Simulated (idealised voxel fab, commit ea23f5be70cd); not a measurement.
Process module heading - voxel gate over fins
Section cut is 300 nm wide and gridded with 5 nm square cells.
Throughout this document, each cross-section is represented as a grid of square cells and is presented as a sequence of bands enumerated from the top downward, where a band comprises one or more rows of cells. For a band, the entry starts with two heights in nm, that of the top and then that of the bottom, and carries on with the band's materials in order from left to right, each alongside its width in nm; the word "everywhere" beside a single material means it fills the band edge to edge, and "blank" means empty space. Heights are expressed relative to 0, this being the level below which the as-received wafer comprises one material exclusively. The lowest band is unbounded in the downward direction and is denoted as in "z 0 and below". The width entry "30..40" should be interpreted row by row: the top row of cells in the band takes the first number, the bottom row takes the second number, and the change between adjacent rows is uniform throughout. Where the words "remains unaltered" appear for a step, the cross-section shows no cell changed by that step; every cell remained as before. This entry, "Closed empty spaces", enumerates those empty regions of no fewer than 8 cells that possess no open connection to the top. Each region is reported in the form width x height at distance, the distance being taken from the left edge, with all three quantities expressed in nm. On each step's line, the part that comes after the settings is the simulator's own comment on the step. overlay nm: how far to the right of its planned place the mask lay on this masked step (negative: to the left).

The following list gives the planned process steps:
1 RECEIVE [material Si]
2 CONFORMAL_DEP [material SiN] [thk nm 5]
3 DIRECTIONAL_DEP [material aC] [thk nm 10]
4 PATTERN [tone cover] [mask id FINS] [material resist] [width nm 15] [pitch nm 50] [thk nm 25] [overlay nm 0]
5 DIRECTIONAL_ETCH [etch materials aC] [depth nm 10]
6 STRIP [etch materials resist]
7 DIRECTIONAL_ETCH [etch materials SiN] [depth nm 5]
8 DIRECTIONAL_ETCH [etch materials Si] [depth nm 40]
9 STRIP [etch materials aC]
10 OXIDIZE [depth nm 5]
11 FILL_DEP [material SiO2] [thk nm 15]
12 CMP [height nm 5]
13 PATTERN [tone open] [mask id RAIL] [material resist] [width nm 15] [thk nm 20] [overlay nm 0]
14 DIRECTIONAL_ETCH [etch materials SiO2] [depth nm 40]
15 STRIP [etch materials resist]
16 CONFORMAL_DEP [material TiN] [thk nm 5]
17 FILL_DEP [material W] [thk nm 5]
18 CMP [height nm 5]
19 SELECTIVE_ETCH [etch materials W Ru TiN] [depth nm 30]
20 FILL_DEP [material SiO2] [thk nm 5]
21 CMP [height nm 5]
22 SELECTIVE_ETCH [etch materials SiO2] [depth nm 20]
23 STRIP [etch materials SiN]
24 CONFORMAL_DEP [material HfO2] [thk nm 5]
25 CONFORMAL_DEP [material TiN] [thk nm 5]
26 CONFORMAL_DEP [material TiAl] [thk nm 5]
27 CONFORMAL_DEP [material TiN] [thk nm 5]
28 FILL_DEP [material W] [thk nm 10]
29 CMP [height nm 25]
30 CONFORMAL_DEP [material SiCN] [thk nm 5]

First out of two wafers; run went to plan:

Shown in cross-section is the wafer as received, that is, as it stands after step 1:
z 0 and below | Si everywhere
Closed empty spaces: none

Cross-sectional representation of the wafer at the conclusion of step 2:
z 5 to 0 | SiN everywhere
Anything lower than 0 is untouched.

Cross-sectional representation of the wafer at the conclusion of step 3:
z 15 to 5 | aC everywhere
Anything lower than 5 is untouched.

Cross-sectional representation of the wafer at the conclusion of step 4:
z 40 to 15 | blank: 90; resist: 15; blank: 35; resist: 15; blank: 35; resist: 15; blank: 95
Anything lower than 15 is untouched.

Cross-sectional representation of the wafer at the conclusion of step 5:
z 30 to 15 | blank: 90; resist: 15; blank: 35; resist: 15; blank: 35; resist: 15; blank: 95
z 15 to 5 | blank: 90; aC: 15; blank: 35; aC: 15; blank: 35; aC: 15; blank: 95
Anything lower than 5 is untouched.

Cross-sectional representation of the wafer at the conclusion of step 6:
z 15 to 5 | blank: 90; aC: 15; blank: 35; aC: 15; blank: 35; aC: 15; blank: 95
Anything lower than 5 is untouched.

Cross-sectional representation of the wafer at the conclusion of step 7:
z 15 to 5 | blank: 90; aC: 15; blank: 35; aC: 15; blank: 35; aC: 15; blank: 95
z 5 to 0 | blank: 90; SiN: 15; blank: 35; SiN: 15; blank: 35; SiN: 15; blank: 95
Anything lower than 0 is untouched.

Cross-sectional representation of the wafer at the conclusion of step 8:
z 15 to 5 | blank: 90; aC: 15; blank: 35; aC: 15; blank: 35; aC: 15; blank: 95
z 5 to 0 | blank: 90; SiN: 15; blank: 35; SiN: 15; blank: 35; SiN: 15; blank: 95
z 0 to -40 | blank: 90; Si: 15; blank: 35; Si: 15; blank: 35; Si: 15; blank: 95
Anything lower than -40 is untouched.

Cross-sectional representation of the wafer at the conclusion of step 9:
z 5 to 0 | blank: 90; SiN: 15; blank: 35; SiN: 15; blank: 35; SiN: 15; blank: 95
Anything lower than 0 is untouched.

Cross-sectional representation of the wafer at the conclusion of step 10:
z 5 to 0 | blank: 90; SiN: 15; blank: 35; SiN: 15; blank: 35; SiN: 15; blank: 95
z 0 to -40 | blank: 90; SiO2: 5; Si: 5; SiO2: 5; blank: 35; SiO2: 5; Si: 5; SiO2: 5; blank: 35; SiO2: 5; Si: 5; SiO2: 5; blank: 95
z -40 to -45 | SiO2: 95; Si: 5; SiO2: 45; Si: 5; SiO2: 45; Si: 5; SiO2: 100
Anything lower than -45 is untouched.

Cross-sectional representation of the wafer at the conclusion of step 11:
z 20 to 5 | SiO2 everywhere
z 5 to 0 | SiO2: 90; SiN: 15; SiO2: 35; SiN: 15; SiO2: 35; SiN: 15; SiO2: 95
z 0 to -45 | SiO2: 95; Si: 5; SiO2: 45; Si: 5; SiO2: 45; Si: 5; SiO2: 100
Anything lower than -45 is untouched.

Cross-sectional representation of the wafer at the conclusion of step 12:
z 5 to 0 | SiO2: 90; SiN: 15; SiO2: 35; SiN: 15; SiO2: 35; SiN: 15; SiO2: 95
Anything lower than 0 is untouched.

Cross-sectional representation of the wafer at the conclusion of step 13:
z 25 to 5 | resist: 115; blank: 15; resist: 170
Anything lower than 5 is untouched.

Cross-sectional representation of the wafer at the conclusion of step 14:
z 25 to 5 | resist: 115; blank: 15; resist: 170
z 5 to 0 | SiO2: 90; SiN: 15; SiO2: 10; blank: 15; SiO2: 10; SiN: 15; SiO2: 35; SiN: 15; SiO2: 95
z 0 to -35 | SiO2: 95; Si: 5; SiO2: 15; blank: 15; SiO2: 15; Si: 5; SiO2: 45; Si: 5; SiO2: 100
Anything lower than -35 is untouched.

Cross-sectional representation of the wafer at the conclusion of step 15:
z 5 to 0 | SiO2: 90; SiN: 15; SiO2: 10; blank: 15; SiO2: 10; SiN: 15; SiO2: 35; SiN: 15; SiO2: 95
Anything lower than 0 is untouched.

Cross-sectional representation of the wafer at the conclusion of step 16:
z 10 to 5 | TiN: 120; blank: 5; TiN: 175
z 5 to 0 | SiO2: 90; SiN: 15; SiO2: 10; TiN: 5; blank: 5; TiN: 5; SiO2: 10; SiN: 15; SiO2: 35; SiN: 15; SiO2: 95
z 0 to -30 | SiO2: 95; Si: 5; SiO2: 15; TiN: 5; blank: 5; TiN: 5; SiO2: 15; Si: 5; SiO2: 45; Si: 5; SiO2: 100
z -30 to -35 | SiO2: 95; Si: 5; SiO2: 15; TiN: 15; SiO2: 15; Si: 5; SiO2: 45; Si: 5; SiO2: 100
Anything lower than -35 is untouched.

Cross-sectional representation of the wafer at the conclusion of step 17:
z 15 to 10 | W everywhere
z 10 to 5 | TiN: 120; W: 5; TiN: 175
z 5 to 0 | SiO2: 90; SiN: 15; SiO2: 10; TiN: 5; W: 5; TiN: 5; SiO2: 10; SiN: 15; SiO2: 35; SiN: 15; SiO2: 95
z 0 to -30 | SiO2: 95; Si: 5; SiO2: 15; TiN: 5; W: 5; TiN: 5; SiO2: 15; Si: 5; SiO2: 45; Si: 5; SiO2: 100
Anything lower than -30 is untouched.

Cross-sectional representation of the wafer at the conclusion of step 18:
z 5 to 0 | SiO2: 90; SiN: 15; SiO2: 10; TiN: 5; W: 5; TiN: 5; SiO2: 10; SiN: 15; SiO2: 35; SiN: 15; SiO2: 95
Anything lower than 0 is untouched.

Cross-sectional representation of the wafer at the conclusion of step 19:
z 5 to 0 | SiO2: 90; SiN: 15; SiO2: 10; blank: 15; SiO2: 10; SiN: 15; SiO2: 35; SiN: 15; SiO2: 95
z 0 to -25 | SiO2: 95; Si: 5; SiO2: 15; blank: 15; SiO2: 15; Si: 5; SiO2: 45; Si: 5; SiO2: 100
Anything lower than -25 is untouched.

Cross-sectional representation of the wafer at the conclusion of step 20:
z 10 to 5 | SiO2 everywhere
z 5 to 0 | SiO2: 90; SiN: 15; SiO2: 35; SiN: 15; SiO2: 35; SiN: 15; SiO2: 95
z 0 to -25 | SiO2: 95; Si: 5; SiO2: 45; Si: 5; SiO2: 45; Si: 5; SiO2: 100
Anything lower than -25 is untouched.

Cross-sectional representation of the wafer at the conclusion of step 21:
z 5 to 0 | SiO2: 90; SiN: 15; SiO2: 35; SiN: 15; SiO2: 35; SiN: 15; SiO2: 95
Anything lower than 0 is untouched.

Cross-sectional representation of the wafer at the conclusion of step 22:
z 5 to 0 | blank: 90; SiN: 15; blank: 35; SiN: 15; blank: 35; SiN: 15; blank: 95
z 0 to -15 | blank: 95; Si: 5; blank: 45; Si: 5; blank: 45; Si: 5; blank: 100
Anything lower than -15 is untouched.

Cross-sectional representation of the wafer at the conclusion of step 23:
z 0 to -15 | blank: 95; Si: 5; blank: 45; Si: 5; blank: 45; Si: 5; blank: 100
Anything lower than -15 is untouched.

Cross-sectional representation of the wafer at the conclusion of step 24:
z 5 to 0 | blank: 90; HfO2: 15; blank: 35; HfO2: 15; blank: 35; HfO2: 15; blank: 95
z 0 to -10 | blank: 90; HfO2: 5; Si: 5; HfO2: 5; blank: 35; HfO2: 5; Si: 5; HfO2: 5; blank: 35; HfO2: 5; Si: 5; HfO2: 5; blank: 95
z -10 to -15 | HfO2: 95; Si: 5; HfO2: 45; Si: 5; HfO2: 45; Si: 5; HfO2: 100
Anything lower than -15 is untouched.

Cross-sectional representation of the wafer at the conclusion of step 25:
z 10 to 5 | blank: 85; TiN: 25; blank: 25; TiN: 25; blank: 25; TiN: 25; blank: 90
z 5 to 0 | blank: 85; TiN: 5; HfO2: 15; TiN: 5; blank: 25; TiN: 5; HfO2: 15; TiN: 5; blank: 25; TiN: 5; HfO2: 15; TiN: 5; blank: 90
z 0 to -5 | blank: 85; TiN: 5; HfO2: 5; Si: 5; HfO2: 5; TiN: 5; blank: 25; TiN: 5; HfO2: 5; Si: 5; HfO2: 5; TiN: 5; blank: 25; TiN: 5; HfO2: 5; Si: 5; HfO2: 5; TiN: 5; blank: 90
z -5 to -10 | TiN: 90; HfO2: 5; Si: 5; HfO2: 5; TiN: 35; HfO2: 5; Si: 5; HfO2: 5; TiN: 35; HfO2: 5; Si: 5; HfO2: 5; TiN: 95
Anything lower than -10 is untouched.

Cross-sectional representation of the wafer at the conclusion of step 26:
z 15 to 10 | blank: 80; TiAl: 35; blank: 15; TiAl: 35; blank: 15; TiAl: 35; blank: 85
z 10 to 5 | blank: 80; TiAl: 5; TiN: 25; TiAl: 5; blank: 15; TiAl: 5; TiN: 25; TiAl: 5; blank: 15; TiAl: 5; TiN: 25; TiAl: 5; blank: 85
z 5 to 0 | blank: 80; TiAl: 5; TiN: 5; HfO2: 15; TiN: 5; TiAl: 5; blank: 15; TiAl: 5; TiN: 5; HfO2: 15; TiN: 5; TiAl: 5; blank: 15; TiAl: 5; TiN: 5; HfO2: 15; TiN: 5; TiAl: 5; blank: 85
z 0 to -5 | TiAl: 85; TiN: 5; HfO2: 5; Si: 5; HfO2: 5; TiN: 5; TiAl: 25; TiN: 5; HfO2: 5; Si: 5; HfO2: 5; TiN: 5; TiAl: 25; TiN: 5; HfO2: 5; Si: 5; HfO2: 5; TiN: 5; TiAl: 90
Anything lower than -5 is untouched.

Cross-sectional representation of the wafer at the conclusion of step 27:
z 20 to 15 | blank: 75; TiN: 45; blank: 5; TiN: 45; blank: 5; TiN: 45; blank: 80
z 15 to 10 | blank: 75; TiN: 5; TiAl: 35; TiN: 5; blank: 5; TiN: 5; TiAl: 35; TiN: 5; blank: 5; TiN: 5; TiAl: 35; TiN: 5; blank: 80
z 10 to 5 | blank: 75; TiN: 5; TiAl: 5; TiN: 25; TiAl: 5; TiN: 5; blank: 5; TiN: 5; TiAl: 5; TiN: 25; TiAl: 5; TiN: 5; blank: 5; TiN: 5; TiAl: 5; TiN: 25; TiAl: 5; TiN: 5; blank: 80
z 5 to 0 | TiN: 80; TiAl: 5; TiN: 5; HfO2: 15; TiN: 5; TiAl: 5; TiN: 15; TiAl: 5; TiN: 5; HfO2: 15; TiN: 5; TiAl: 5; TiN: 15; TiAl: 5; TiN: 5; HfO2: 15; TiN: 5; TiAl: 5; TiN: 85
Anything lower than 0 is untouched.

Cross-sectional representation of the wafer at the conclusion of step 28:
z 30 to 20 | W everywhere
z 20 to 15 | W: 75; TiN: 45; W: 5; TiN: 45; W: 5; TiN: 45; W: 80
z 15 to 10 | W: 75; TiN: 5; TiAl: 35; TiN: 5; W: 5; TiN: 5; TiAl: 35; TiN: 5; W: 5; TiN: 5; TiAl: 35; TiN: 5; W: 80
z 10 to 5 | W: 75; TiN: 5; TiAl: 5; TiN: 25; TiAl: 5; TiN: 5; W: 5; TiN: 5; TiAl: 5; TiN: 25; TiAl: 5; TiN: 5; W: 5; TiN: 5; TiAl: 5; TiN: 25; TiAl: 5; TiN: 5; W: 80
Anything lower than 5 is untouched.

Cross-sectional representation of the wafer at the conclusion of step 29:
z 25 to 20 | W everywhere
Anything lower than 20 is untouched.

Cross-sectional representation of the wafer at the conclusion of step 30:
z 30 to 25 | SiCN everywhere
Anything lower than 25 is untouched.

Second wafer, same starting state and plan as the first, one mistake in the run, identical through step 7:

At the planned end of step 8, the second wafer in cross-section:
z 15 to 5 | blank: 90; aC: 15; blank: 35; aC: 15; blank: 35; aC: 15; blank: 95
z 5 to 0 | blank: 90; SiN: 15; blank: 35; SiN: 15; blank: 35; SiN: 15; blank: 95
z 0 to -80 | blank: 90; Si: 15; blank: 35; Si: 15; blank: 35; Si: 15; blank: 95
Anything lower than -80 is untouched.

At the planned end of step 9, the second wafer in cross-section:
z 5 to 0 | blank: 90; SiN: 15; blank: 35; SiN: 15; blank: 35; SiN: 15; blank: 95
Anything lower than 0 is untouched.

At the planned end of step 10, the second wafer in cross-section:
z 5 to 0 | blank: 90; SiN: 15; blank: 35; SiN: 15; blank: 35; SiN: 15; blank: 95
z 0 to -80 | blank: 90; SiO2: 5; Si: 5; SiO2: 5; blank: 35; SiO2: 5; Si: 5; SiO2: 5; blank: 35; SiO2: 5; Si: 5; SiO2: 5; blank: 95
z -80 to -85 | SiO2: 95; Si: 5; SiO2: 45; Si: 5; SiO2: 45; Si: 5; SiO2: 100
Anything lower than -85 is untouched.

At the planned end of step 11, the second wafer in cross-section:
z 20 to 5 | SiO2 everywhere
z 5 to 0 | SiO2: 90; SiN: 15; SiO2: 35; SiN: 15; SiO2: 35; SiN: 15; SiO2: 95
z 0 to -85 | SiO2: 95; Si: 5; SiO2: 45; Si: 5; SiO2: 45; Si: 5; SiO2: 100
Anything lower than -85 is untouched.

At the planned end of step 12, the second wafer in cross-section:
z 5 to 0 | SiO2: 90; SiN: 15; SiO2: 35; SiN: 15; SiO2: 35; SiN: 15; SiO2: 95
Anything lower than 0 is untouched.

At the planned end of step 13, the second wafer in cross-section:
z 25 to 5 | resist: 115; blank: 15; resist: 170
Anything lower than 5 is untouched.

At the planned end of step 14, the second wafer in cross-section:
z 25 to 5 | resist: 115; blank: 15; resist: 170
z 5 to 0 | SiO2: 90; SiN: 15; SiO2: 10; blank: 15; SiO2: 10; SiN: 15; SiO2: 35; SiN: 15; SiO2: 95
z 0 to -35 | SiO2: 95; Si: 5; SiO2: 15; blank: 15; SiO2: 15; Si: 5; SiO2: 45; Si: 5; SiO2: 100
Anything lower than -35 is untouched.

At the planned end of step 15, the second wafer in cross-section:
z 5 to 0 | SiO2: 90; SiN: 15; SiO2: 10; blank: 15; SiO2: 10; SiN: 15; SiO2: 35; SiN: 15; SiO2: 95
Anything lower than 0 is untouched.

At the planned end of step 16, the second wafer in cross-section:
z 10 to 5 | TiN: 120; blank: 5; TiN: 175
z 5 to 0 | SiO2: 90; SiN: 15; SiO2: 10; TiN: 5; blank: 5; TiN: 5; SiO2: 10; SiN: 15; SiO2: 35; SiN: 15; SiO2: 95
z 0 to -30 | SiO2: 95; Si: 5; SiO2: 15; TiN: 5; blank: 5; TiN: 5; SiO2: 15; Si: 5; SiO2: 45; Si: 5; SiO2: 100
z -30 to -35 | SiO2: 95; Si: 5; SiO2: 15; TiN: 15; SiO2: 15; Si: 5; SiO2: 45; Si: 5; SiO2: 100
Anything lower than -35 is untouched.

At the planned end of step 17, the second wafer in cross-section:
z 15 to 10 | W everywhere
z 10 to 5 | TiN: 120; W: 5; TiN: 175
z 5 to 0 | SiO2: 90; SiN: 15; SiO2: 10; TiN: 5; W: 5; TiN: 5; SiO2: 10; SiN: 15; SiO2: 35; SiN: 15; SiO2: 95
z 0 to -30 | SiO2: 95; Si: 5; SiO2: 15; TiN: 5; W: 5; TiN: 5; SiO2: 15; Si: 5; SiO2: 45; Si: 5; SiO2: 100
Anything lower than -30 is untouched.

At the planned end of step 18, the second wafer in cross-section:
z 5 to 0 | SiO2: 90; SiN: 15; SiO2: 10; TiN: 5; W: 5; TiN: 5; SiO2: 10; SiN: 15; SiO2: 35; SiN: 15; SiO2: 95
Anything lower than 0 is untouched.

At the planned end of step 19, the second wafer in cross-section:
z 5 to 0 | SiO2: 90; SiN: 15; SiO2: 10; blank: 15; SiO2: 10; SiN: 15; SiO2: 35; SiN: 15; SiO2: 95
z 0 to -25 | SiO2: 95; Si: 5; SiO2: 15; blank: 15; SiO2: 15; Si: 5; SiO2: 45; Si: 5; SiO2: 100
Anything lower than -25 is untouched.

At the planned end of step 20, the second wafer in cross-section:
z 10 to 5 | SiO2 everywhere
z 5 to 0 | SiO2: 90; SiN: 15; SiO2: 35; SiN: 15; SiO2: 35; SiN: 15; SiO2: 95
z 0 to -25 | SiO2: 95; Si: 5; SiO2: 45; Si: 5; SiO2: 45; Si: 5; SiO2: 100
Anything lower than -25 is untouched.

At the planned end of step 21, the second wafer in cross-section:
z 5 to 0 | SiO2: 90; SiN: 15; SiO2: 35; SiN: 15; SiO2: 35; SiN: 15; SiO2: 95
Anything lower than 0 is untouched.

At the planned end of step 22, the second wafer in cross-section:
z 5 to 0 | blank: 90; SiN: 15; blank: 35; SiN: 15; blank: 35; SiN: 15; blank: 95
z 0 to -15 | blank: 95; Si: 5; blank: 45; Si: 5; blank: 45; Si: 5; blank: 100
Anything lower than -15 is untouched.

At the planned end of step 23, the second wafer in cross-section:
z 0 to -15 | blank: 95; Si: 5; blank: 45; Si: 5; blank: 45; Si: 5; blank: 100
Anything lower than -15 is untouched.

At the planned end of step 24, the second wafer in cross-section:
z 5 to 0 | blank: 90; HfO2: 15; blank: 35; HfO2: 15; blank: 35; HfO2: 15; blank: 95
z 0 to -10 | blank: 90; HfO2: 5; Si: 5; HfO2: 5; blank: 35; HfO2: 5; Si: 5; HfO2: 5; blank: 35; HfO2: 5; Si: 5; HfO2: 5; blank: 95
z -10 to -15 | HfO2: 95; Si: 5; HfO2: 45; Si: 5; HfO2: 45; Si: 5; HfO2: 100
Anything lower than -15 is untouched.

At the planned end of step 25, the second wafer in cross-section:
z 10 to 5 | blank: 85; TiN: 25; blank: 25; TiN: 25; blank: 25; TiN: 25; blank: 90
z 5 to 0 | blank: 85; TiN: 5; HfO2: 15; TiN: 5; blank: 25; TiN: 5; HfO2: 15; TiN: 5; blank: 25; TiN: 5; HfO2: 15; TiN: 5; blank: 90
z 0 to -5 | blank: 85; TiN: 5; HfO2: 5; Si: 5; HfO2: 5; TiN: 5; blank: 25; TiN: 5; HfO2: 5; Si: 5; HfO2: 5; TiN: 5; blank: 25; TiN: 5; HfO2: 5; Si: 5; HfO2: 5; TiN: 5; blank: 90
z -5 to -10 | TiN: 90; HfO2: 5; Si: 5; HfO2: 5; TiN: 35; HfO2: 5; Si: 5; HfO2: 5; TiN: 35; HfO2: 5; Si: 5; HfO2: 5; TiN: 95
Anything lower than -10 is untouched.

At the planned end of step 26, the second wafer in cross-section:
z 15 to 10 | blank: 80; TiAl: 35; blank: 15; TiAl: 35; blank: 15; TiAl: 35; blank: 85
z 10 to 5 | blank: 80; TiAl: 5; TiN: 25; TiAl: 5; blank: 15; TiAl: 5; TiN: 25; TiAl: 5; blank: 15; TiAl: 5; TiN: 25; TiAl: 5; blank: 85
z 5 to 0 | blank: 80; TiAl: 5; TiN: 5; HfO2: 15; TiN: 5; TiAl: 5; blank: 15; TiAl: 5; TiN: 5; HfO2: 15; TiN: 5; TiAl: 5; blank: 15; TiAl: 5; TiN: 5; HfO2: 15; TiN: 5; TiAl: 5; blank: 85
z 0 to -5 | TiAl: 85; TiN: 5; HfO2: 5; Si: 5; HfO2: 5; TiN: 5; TiAl: 25; TiN: 5; HfO2: 5; Si: 5; HfO2: 5; TiN: 5; TiAl: 25; TiN: 5; HfO2: 5; Si: 5; HfO2: 5; TiN: 5; TiAl: 90
Anything lower than -5 is untouched.

At the planned end of step 27, the second wafer in cross-section:
z 20 to 15 | blank: 75; TiN: 45; blank: 5; TiN: 45; blank: 5; TiN: 45; blank: 80
z 15 to 10 | blank: 75; TiN: 5; TiAl: 35; TiN: 5; blank: 5; TiN: 5; TiAl: 35; TiN: 5; blank: 5; TiN: 5; TiAl: 35; TiN: 5; blank: 80
z 10 to 5 | blank: 75; TiN: 5; TiAl: 5; TiN: 25; TiAl: 5; TiN: 5; blank: 5; TiN: 5; TiAl: 5; TiN: 25; TiAl: 5; TiN: 5; blank: 5; TiN: 5; TiAl: 5; TiN: 25; TiAl: 5; TiN: 5; blank: 80
z 5 to 0 | TiN: 80; TiAl: 5; TiN: 5; HfO2: 15; TiN: 5; TiAl: 5; TiN: 15; TiAl: 5; TiN: 5; HfO2: 15; TiN: 5; TiAl: 5; TiN: 15; TiAl: 5; TiN: 5; HfO2: 15; TiN: 5; TiAl: 5; TiN: 85
Anything lower than 0 is untouched.

At the planned end of step 28, the second wafer in cross-section:
z 30 to 20 | W everywhere
z 20 to 15 | W: 75; TiN: 45; W: 5; TiN: 45; W: 5; TiN: 45; W: 80
z 15 to 10 | W: 75; TiN: 5; TiAl: 35; TiN: 5; W: 5; TiN: 5; TiAl: 35; TiN: 5; W: 5; TiN: 5; TiAl: 35; TiN: 5; W: 80
z 10 to 5 | W: 75; TiN: 5; TiAl: 5; TiN: 25; TiAl: 5; TiN: 5; W: 5; TiN: 5; TiAl: 5; TiN: 25; TiAl: 5; TiN: 5; W: 5; TiN: 5; TiAl: 5; TiN: 25; TiAl: 5; TiN: 5; W: 80
Anything lower than 5 is untouched.

At the planned end of step 29, the second wafer in cross-section:
z 25 to 20 | W everywhere
Anything lower than 20 is untouched.

At the planned end of step 30, the second wafer in cross-section:
z 30 to 25 | SiCN everywhere
Anything lower than 25 is untouched.
What broke from the plan during processing? step 8 was run twice
Final tally in cells, some materials are higher or lower on the second wafer than on the first: -456 Si | +456 SiO2
